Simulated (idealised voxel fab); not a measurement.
The document below concerns the process module designated voxel wiring stack.
Section shown: cut. Width: 250 nm. Cell size: 5 nm, square.
If you're reading a cross-section in this doc, picture square cells in a grid; it comes to you as bands, top ones listed first down to the bottom, and a band can be one or more rows of cells.
Band: top height; bottom height; in nm. Then, left to right: material with width in nm, for each material. "throughout": a single material spanning edge to edge. "air": empty space.
Note: height 0 marks the level under which the wafer is uniformly one material as received. Lowest band unbounded below, written "from 0 down".
A width given as "30..40" starts at the first number in the band's top row and ends at the second number in its bottom row, shifting by an equal amount at every step from row to row.
When a step is marked "nothing altered", none of the cells in the cross-section changed during that step.
Under "Sealed internal cavities" you'll find the enclosed gaps, the ones with no way out to the top, that are 8 cells or bigger; each reads width x height at distance, with distance counted from the left edge, everything in nm.
That trailing text on a step's line, after the settings, is the simulator's own remark on the step.
You can add "overlay nm" to a step's line. For a step with a mask, it describes how far the mask lay to the right of its planned position, and a negative number describes a lay to the left.
So the way this works: pairs, before and after one process step. The after picture only goes down to the lowest band that actually changed, nothing below. Step and its settings are under each pair. And watch out, pairs might come from different runs of this module, same starting wafer though, so a pair only follows on from the one above if its "Incoming structure" entry tells you so.

# Incoming structure
  from 85 to 80: TiN throughout
  from 80 to 65: SiO2: 60  Ru: 15  SiO2: 35  Ru: 15  SiO2: 35  Ru: 15  SiO2: 75
  from 65 to 60: SiCN: 60  Ru: 15  SiCN: 35  Ru: 15  SiCN: 35  Ru: 15  SiCN: 75
  from 60 to 50: lowk: 60  TiN: 5  Cu: 20  TiN: 5  lowk: 20  TiN: 5  Cu: 20  TiN: 5  lowk: 20  TiN: 5  Cu: 20  TiN: 5  lowk: 60
  from 50 to 45: lowk: 60  TiN: 5  Cu: 5  TiN: 20  lowk: 20  TiN: 5  Cu: 5  TiN: 20  lowk: 20  TiN: 5  Cu: 5  TiN: 20  lowk: 60
  from 45 to 35: lowk: 60  TiN: 5  Cu: 5  TiN: 5  lowk: 35  TiN: 5  Cu: 5  TiN: 5  lowk: 35  TiN: 5  Cu: 5  TiN: 5  lowk: 75
  from 35 to 30: SiCN: 60  TiN: 15  SiCN: 35  TiN: 15  SiCN: 35  TiN: 15  SiCN: 75
  from 30 to 15: lowk: 60  W: 30  lowk: 20  W: 30  lowk: 20  W: 30  lowk: 60
  from 15 to 10: lowk: 60  TiN: 30  lowk: 20  TiN: 30  lowk: 20  TiN: 30  lowk: 60
  from 10 to 0: Ru throughout
  from 0 down: Si throughout
  Sealed internal cavities: none

# Resulting Cross-Section
  from 110 to 85: Ru throughout
  Beneath the level 85, the cross-section is identical to its previous state.
  Sealed internal cavities: none
Link between the two cross-sections above: DIRECTIONAL_DEP with material Ru, thk nm 25

Incoming structure: we pick up right where the pair above leaves off, with its after cross-section.

# Resulting Cross-Section
  from 110 to 85: air: 60  Ru: 30  air: 20  Ru: 30  air: 20  Ru: 30  air: 60
  Beneath the level 85, the cross-section is identical to its previous state.
  Sealed internal cavities: none
Link between the two cross-sections above: MASKED_ETCH with tone cover, mask id METAL_3, width nm 30, pitch nm 50, etch materials Ru, depth nm 25, overlay nm 0

Incoming structure: we pick up right where the pair above leaves off, with its after cross-section.

# Resulting Cross-Section
  from 110 to 85: air: 60  Ru: 30  air: 20  Ru: 30  air: 20  Ru: 30  air: 60
  from 85 to 80: air: 60  TiN: 30  air: 20  TiN: 30  air: 20  TiN: 30  air: 60
  Beneath the level 80, the cross-section is identical to its previous state.
  Sealed internal cavities: none
Link between the two cross-sections above: MASKED_ETCH with tone cover, mask id METAL_3, width nm 30, pitch nm 50, etch materials TiN, depth nm 5, overlay nm 0

Incoming structure: we pick up right where the pair above leaves off, with its after cross-section.

# Resulting Cross-Section
  from 115 to 110: air: 55  SiCN: 40  air: 10  SiCN: 40  air: 10  SiCN: 40  air: 55
  from 110 to 85: air: 55  SiCN: 5  Ru: 30  SiCN: 5  air: 10  SiCN: 5  Ru: 30  SiCN: 5  air: 10  SiCN: 5  Ru: 30  SiCN: 5  air: 55
  from 85 to 80: SiCN: 60  TiN: 30  SiCN: 20  TiN: 30  SiCN: 20  TiN: 30  SiCN: 60
  Beneath the level 80, the cross-section is identical to its previous state.
  Sealed internal cavities: none
Link between the two cross-sections above: CONFORMAL_DEP with material SiCN, thk nm 5

Incoming structure: we pick up right where the pair above leaves off, with its after cross-section.

# Resulting Cross-Section
  from 120 to 115: lowk throughout
  from 115 to 110: lowk: 55  SiCN: 40  lowk: 10  SiCN: 40  lowk: 10  SiCN: 40  lowk: 55
  from 110 to 85: lowk: 55  SiCN: 5  Ru: 30  SiCN: 5  lowk: 10  SiCN: 5  Ru: 30  SiCN: 5  lowk: 10  SiCN: 5  Ru: 30  SiCN: 5  lowk: 55
  Beneath the level 85, the cross-section is identical to its previous state.
  Sealed internal cavities: none
Link between the two cross-sections above: FILL_DEP with material lowk, thk nm 5

Incoming structure: we pick up right where the pair above leaves off, with its after cross-section.

# Resulting Cross-Section
  from 110 to 85: lowk: 55  SiCN: 5  Ru: 30  SiCN: 5  lowk: 10  SiCN: 5  Ru: 30  SiCN: 5  lowk: 10  SiCN: 5  Ru: 30  SiCN: 5  lowk: 55
  Beneath the level 85, the cross-section is identical to its previous state.
  Sealed internal cavities: none
Link between the two cross-sections above: CMP with height nm 110

Incoming structure: we pick up right where the pair above leaves off, with its after cross-section.

# Resulting Cross-Section
  from 115 to 110: SiCN throughout
  Beneath the level 110, the cross-section is identical to its previous state.
  Sealed internal cavities: none
Link between the two cross-sections above: CONFORMAL_DEP with material SiCN, thk nm 5

# Incoming structure
  from 80 to 65: SiO2 throughout
  from 65 to 60: SiCN throughout
  from 60 to 50: lowk: 60  TiN: 5  Cu: 20  TiN: 5  lowk: 20  TiN: 5  Cu: 20  TiN: 5  lowk: 20  TiN: 5  Cu: 20  TiN: 5  lowk: 60
  from 50 to 45: lowk: 60  TiN: 5  Cu: 5  TiN: 20  lowk: 20  TiN: 5  Cu: 5  TiN: 20  lowk: 20  TiN: 5  Cu: 5  TiN: 20  lowk: 60
  from 45 to 35: lowk: 60  TiN: 5  Cu: 5  TiN: 5  lowk: 35  TiN: 5  Cu: 5  TiN: 5  lowk: 35  TiN: 5  Cu: 5  TiN: 5  lowk: 75
  from 35 to 30: SiCN: 60  TiN: 15  SiCN: 35  TiN: 15  SiCN: 35  TiN: 15  SiCN: 75
  from 30 to 15: lowk: 60  W: 30  lowk: 20  W: 30  lowk: 20  W: 30  lowk: 60
  from 15 to 10: lowk: 60  TiN: 30  lowk: 20  TiN: 30  lowk: 20  TiN: 30  lowk: 60
  from 10 to 0: SiO2 throughout
  from 0 down: Si throughout
  Sealed internal cavities: none

# Resulting Cross-Section
  from 95 to 80: air: 60  resist: 15  air: 35  resist: 15  air: 35  resist: 15  air: 75
  Beneath the level 80, the cross-section is identical to its previous state.
  Sealed internal cavities: none
Link between the two cross-sections above: PATTERN with tone cover, mask id PLUG_2, material resist, width nm 15, pitch nm 50, thk nm 15, overlay nm 0

Incoming structure: we pick up right where the pair above leaves off, with its after cross-section.

# Resulting Cross-Section
  from 95 to 80: air: 60  resist: 15  air: 35  resist: 15  air: 35  resist: 15  air: 75
  from 80 to 65: air: 60  SiO2: 15  air: 35  SiO2: 15  air: 35  SiO2: 15  air: 75
  Beneath the level 65, the cross-section is identical to its previous state.
  Sealed internal cavities: none
Link between the two cross-sections above: DIRECTIONAL_ETCH with etch materials SiO2, depth nm 15

Incoming structure: we pick up right where the pair above leaves off, with its after cross-section.

# Resulting Cross-Section
  from 95 to 80: air: 60  resist: 15  air: 35  resist: 15  air: 35  resist: 15  air: 75
  from 80 to 65: air: 60  SiO2: 15  air: 35  SiO2: 15  air: 35  SiO2: 15  air: 75
  from 65 to 60: air: 60  SiCN: 15  air: 35  SiCN: 15  air: 35  SiCN: 15  air: 75
  Beneath the level 60, the cross-section is identical to its previous state.
  Sealed internal cavities: none
Link between the two cross-sections above: DIRECTIONAL_ETCH with etch materials SiCN, depth nm 5

Incoming structure: we pick up right where the pair above leaves off, with its after cross-section.

# Resulting Cross-Section
  from 80 to 65: air: 60  SiO2: 15  air: 35  SiO2: 15  air: 35  SiO2: 15  air: 75
  Beneath the level 65, the cross-section is identical to its previous state.
  Sealed internal cavities: none
Link between the two cross-sections above: STRIP with etch materials resist

Incoming structure: we pick up right where the pair above leaves off, with its after cross-section.

# Resulting Cross-Section
  from 80 to 70: air: 60  SiO2: 15  air: 35  SiO2: 15  air: 35  SiO2: 15  air: 75
  from 70 to 65: air: 60  SiO2: 15  Ru: 25  air: 10  SiO2: 15  Ru: 25  air: 10  SiO2: 15  Ru: 25  air: 50
  from 65 to 60: air: 60  SiCN: 15  Ru: 25  air: 10  SiCN: 15  Ru: 25  air: 10  SiCN: 15  Ru: 25  air: 50
  Beneath the level 60, the cross-section is identical to its previous state.
  Sealed internal cavities: none
Link between the two cross-sections above: EPI with material Ru, thk nm 10

Incoming structure: we pick up right where the pair above leaves off, with its after cross-section.

# Resulting Cross-Section
  from 80 to 65: air: 60  SiO2: 15  Ru: 35  SiO2: 15  Ru: 35  SiO2: 15  Ru: 35  air: 40
  from 65 to 60: air: 60  SiCN: 15  Ru: 35  SiCN: 15  Ru: 35  SiCN: 15  Ru: 35  air: 40
  Beneath the level 60, the cross-section is identical to its previous state.
  Sealed internal cavities: none
Link between the two cross-sections above: EPI with material Ru, thk nm 10

Incoming structure: we pick up right where the pair above leaves off, with its after cross-section.

# Resulting Cross-Section
  from 85 to 80: air: 60  TiN: 150  air: 40
  from 80 to 65: air: 60  SiO2: 15  Ru: 35  SiO2: 15  Ru: 35  SiO2: 15  Ru: 35  air: 40
  from 65 to 60: TiN: 60  SiCN: 15  Ru: 35  SiCN: 15  Ru: 35  SiCN: 15  Ru: 35  TiN: 40
  Beneath the level 60, the cross-section is identical to its previous state.
  Sealed internal cavities: none
Link between the two cross-sections above: DIRECTIONAL_DEP with material TiN, thk nm 5

Incoming structure: we pick up right where the pair above leaves off, with its after cross-section.

# Resulting Cross-Section
  from 110 to 90: air: 60  Ru: 150  air: 40
  from 90 to 85: Ru throughout
  from 85 to 80: Ru: 60  TiN: 150  Ru: 40
  from 80 to 65: Ru: 60  SiO2: 15  Ru: 35  SiO2: 15  Ru: 35  SiO2: 15  Ru: 75
  Beneath the level 65, the cross-section is identical to its previous state.
  Sealed internal cavities: none
Link between the two cross-sections above: DIRECTIONAL_DEP with material Ru, thk nm 25

Incoming structure: we pick up right where the pair above leaves off, with its after cross-section.

# Resulting Cross-Section
  from 110 to 85: air: 60  Ru: 30  air: 20  Ru: 30  air: 20  Ru: 30  air: 60
  from 85 to 80: air: 60  TiN: 150  air: 40
  from 80 to 65: air: 60  SiO2: 15  Ru: 35  SiO2: 15  Ru: 35  SiO2: 15  Ru: 35  air: 40
  Beneath the level 65, the cross-section is identical to its previous state.
  Sealed internal cavities: none
Link between the two cross-sections above: MASKED_ETCH with tone cover, mask id METAL_3, width nm 30, pitch nm 50, etch materials Ru, depth nm 25, overlay nm 0

Incoming structure: we pick up right where the pair above leaves off, with its after cross-section.

# Resulting Cross-Section
  from 110 to 85: air: 60  Ru: 30  air: 20  Ru: 30  air: 20  Ru: 30  air: 60
  from 85 to 80: air: 60  TiN: 30  air: 20  TiN: 30  air: 20  TiN: 30  air: 60
  from 80 to 65: air: 60  SiO2: 15  Ru: 35  SiO2: 15  Ru: 35  SiO2: 15  Ru: 35  air: 40
  from 65 to 60: air: 60  SiCN: 15  Ru: 35  SiCN: 15  Ru: 35  SiCN: 15  Ru: 35  air: 40
  Beneath the level 60, the cross-section is identical to its previous state.
  Sealed internal cavities: none
Link between the two cross-sections above: MASKED_ETCH with tone cover, mask id METAL_3, width nm 30, pitch nm 50, etch materials TiN, depth nm 5, overlay nm 0

Incoming structure: we pick up right where the pair above leaves off, with its after cross-section.

# Resulting Cross-Section
  from 115 to 110: air: 55  SiCN: 40  air: 10  SiCN: 40  air: 10  SiCN: 40  air: 55
  from 110 to 85: air: 55  SiCN: 5  Ru: 30  SiCN: 5  air: 10  SiCN: 5  Ru: 30  SiCN: 5  air: 10  SiCN: 5  Ru: 30  SiCN: 5  air: 55
  from 85 to 80: air: 55  SiCN: 5  TiN: 30  SiCN: 20  TiN: 30  SiCN: 20  TiN: 30  SiCN: 25  air: 35
  from 80 to 65: air: 55  SiCN: 5  SiO2: 15  Ru: 35  SiO2: 15  Ru: 35  SiO2: 15  Ru: 35  SiCN: 5  air: 35
  from 65 to 60: SiCN: 75  Ru: 35  SiCN: 15  Ru: 35  SiCN: 15  Ru: 35  SiCN: 40
  Beneath the level 60, the cross-section is identical to its previous state.
  Sealed internal cavities: none
Link between the two cross-sections above: CONFORMAL_DEP with material SiCN, thk nm 5

Incoming structure: we pick up right where the pair above leaves off, with its after cross-section.

# Resulting Cross-Section
  from 120 to 115: lowk throughout
  from 115 to 110: lowk: 55  SiCN: 40  lowk: 10  SiCN: 40  lowk: 10  SiCN: 40  lowk: 55
  from 110 to 85: lowk: 55  SiCN: 5  Ru: 30  SiCN: 5  lowk: 10  SiCN: 5  Ru: 30  SiCN: 5  lowk: 10  SiCN: 5  Ru: 30  SiCN: 5  lowk: 55
  from 85 to 80: lowk: 55  SiCN: 5  TiN: 30  SiCN: 20  TiN: 30  SiCN: 20  TiN: 30  SiCN: 25  lowk: 35
  from 80 to 65: lowk: 55  SiCN: 5  SiO2: 15  Ru: 35  SiO2: 15  Ru: 35  SiO2: 15  Ru: 35  SiCN: 5  lowk: 35
  Beneath the level 65, the cross-section is identical to its previous state.
  Sealed internal cavities: none
Link between the two cross-sections above: FILL_DEP with material lowk, thk nm 5

Incoming structure: we pick up right where the pair above leaves off, with its after cross-section.

# Resulting Cross-Section
  from 110 to 85: lowk: 55  SiCN: 5  Ru: 30  SiCN: 5  lowk: 10  SiCN: 5  Ru: 30  SiCN: 5  lowk: 10  SiCN: 5  Ru: 30  SiCN: 5  lowk: 55
  Beneath the level 85, the cross-section is identical to its previous state.
  Sealed internal cavities: none
Link between the two cross-sections above: CMP with height nm 110

Incoming structure: we pick up right where the pair above leaves off, with its after cross-section.

# Resulting Cross-Section
  from 115 to 110: SiCN throughout
  Beneath the level 110, the cross-section is identical to its previous state.
  Sealed internal cavities: none
Link between the two cross-sections above: CONFORMAL_DEP with material SiCN, thk nm 5
